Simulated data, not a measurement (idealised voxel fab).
Process module in this document: voxel plated lines
cross-section cut | 285 nm wide | cells 5 nm
The cross-sections in this document take the form of a grid made of square cells. They are written out as bands, in order from top to bottom. Each band consists of one or more rows of cells.
Each band's line starts with the height of the band's top and of its bottom, in nm. Then come its materials from left to right, each with its width in nm. One material with "full width" fills the band from edge to edge. "empty" is empty space.
Where do heights start? At 0: under that level the wafer as delivered is made of one material only. And the lowest band has no floor; it just carries on downward, as in "0 and below".
Width "30->40": first value at the band's top row of cells, second value at its bottom row, equal change from row to row.
You'll sometimes find "nothing got changed" written for a step, and that's the way of saying that nowhere in the cross-section did a cell change during that step.
In "Unvented voids" the enclosed voids are listed, meaning empty spaces of 8 cells or larger without any opening to the top. The form is width x height at distance, distance from the left edge, units nm.
Note: text after step settings on the step line = simulator remark on that step.
Regarding "overlay nm": on a step with a mask, it is the distance the mask lay to the right of its planned place; a negative value places it to the left.
Process steps (planned):
1: RECEIVE,material Si
2: CONFORMAL_DEP,material Al2O3,thk nm 5
3: DIRECTIONAL_DEP,material TiN,thk nm 5
4: PATTERN,tone open,mask id LINES,material resist,width nm 25,pitch nm 55,thk nm 25,overlay nm 0
5: EPI,material Ru,thk nm 10
6: EPI,material Ru,thk nm 10
7: STRIP,etch materials resist
8: DIRECTIONAL_ETCH,etch materials TiN,depth nm 5
9: CONFORMAL_DEP,material SiCN,thk nm 10
Wafer, first of two, run as planned:
Cross-section, incoming material, after step 1:
0 and below | Si full width
Unvented voids: none
Wafer after step 2 (cross-section):
5 down to 0 | Al2O3 full width
Unchanged below 0.
Wafer after step 3 (cross-section):
10 down to 5 | TiN full width
Unchanged below 5.
Wafer after step 4 (cross-section):
35 down to 10 | resist 100, then empty 25, then resist 30, then empty 25, then resist 105
Unchanged below 10.
Wafer after step 5 (cross-section):
35 down to 20 | resist 100, then empty 25, then resist 30, then empty 25, then resist 105
20 down to 10 | resist 100, then Ru 25, then resist 30, then Ru 25, then resist 105
Unchanged below 10.
Wafer after step 6 (cross-section):
35 down to 30 | resist 100, then empty 25, then resist 30, then empty 25, then resist 105
30 down to 10 | resist 100, then Ru 25, then resist 30, then Ru 25, then resist 105
Unchanged below 10.
Wafer after step 7 (cross-section):
30 down to 10 | empty 100, then Ru 25, then empty 30, then Ru 25, then empty 105
Unchanged below 10.
Wafer after step 8 (cross-section):
30 down to 10 | empty 100, then Ru 25, then empty 30, then Ru 25, then empty 105
10 down to 5 | empty 100, then TiN 25, then empty 30, then TiN 25, then empty 105
Unchanged below 5.
Wafer after step 9 (cross-section):
40 down to 30 | empty 90, then SiCN 45, then empty 10, then SiCN 45, then empty 95
30 down to 15 | empty 90, then SiCN 10, then Ru 25, then SiCN 10, then empty 10, then SiCN 10, then Ru 25, then SiCN 10, then empty 95
15 down to 10 | SiCN 100, then Ru 25, then SiCN 30, then Ru 25, then SiCN 105
10 down to 5 | SiCN 100, then TiN 25, then SiCN 30, then TiN 25, then SiCN 105
Unchanged below 5.
Now the other wafer: same start, same recipe, but we messed up one thing when running it. Up to and including step 3 it's the same as the first one:
Second wafer shown in cross-section at the time step 4 was slated to end:
35 down to 10 | resist 105, then empty 15, then resist 40, then empty 15, then resist 110
Unchanged below 10.
Second wafer shown in cross-section at the time step 5 was slated to end:
35 down to 20 | resist 105, then empty 15, then resist 40, then empty 15, then resist 110
20 down to 10 | resist 105, then Ru 15, then resist 40, then Ru 15, then resist 110
Unchanged below 10.
Second wafer shown in cross-section at the time step 6 was slated to end:
35 down to 30 | resist 105, then empty 15, then resist 40, then empty 15, then resist 110
30 down to 10 | resist 105, then Ru 15, then resist 40, then Ru 15, then resist 110
Unchanged below 10.
Second wafer shown in cross-section at the time step 7 was slated to end:
30 down to 10 | empty 105, then Ru 15, then empty 40, then Ru 15, then empty 110
Unchanged below 10.
Second wafer shown in cross-section at the time step 8 was slated to end:
30 down to 10 | empty 105, then Ru 15, then empty 40, then Ru 15, then empty 110
10 down to 5 | empty 105, then TiN 15, then empty 40, then TiN 15, then empty 110
Unchanged below 5.
Second wafer shown in cross-section at the time step 9 was slated to end:
40 down to 30 | empty 95, then SiCN 35, then empty 20, then SiCN 35, then empty 100
30 down to 15 | empty 95, then SiCN 10, then Ru 15, then SiCN 10, then empty 20, then SiCN 10, then Ru 15, then SiCN 10, then empty 100
15 down to 10 | SiCN 105, then Ru 15, then SiCN 40, then Ru 15, then SiCN 110
10 down to 5 | SiCN 105, then TiN 15, then SiCN 40, then TiN 15, then SiCN 110
Unchanged below 5.
Processing error: step 4 was processed under conditions differing from the plan, specifically as PATTERN,tone open,mask id LINES,material resist,width nm 15,pitch nm 55,thk nm 25,overlay nm 0
Final tally in cells, some materials are higher or lower on the second wafer than on the first: 16 fewer of Ru; 4 fewer of TiN
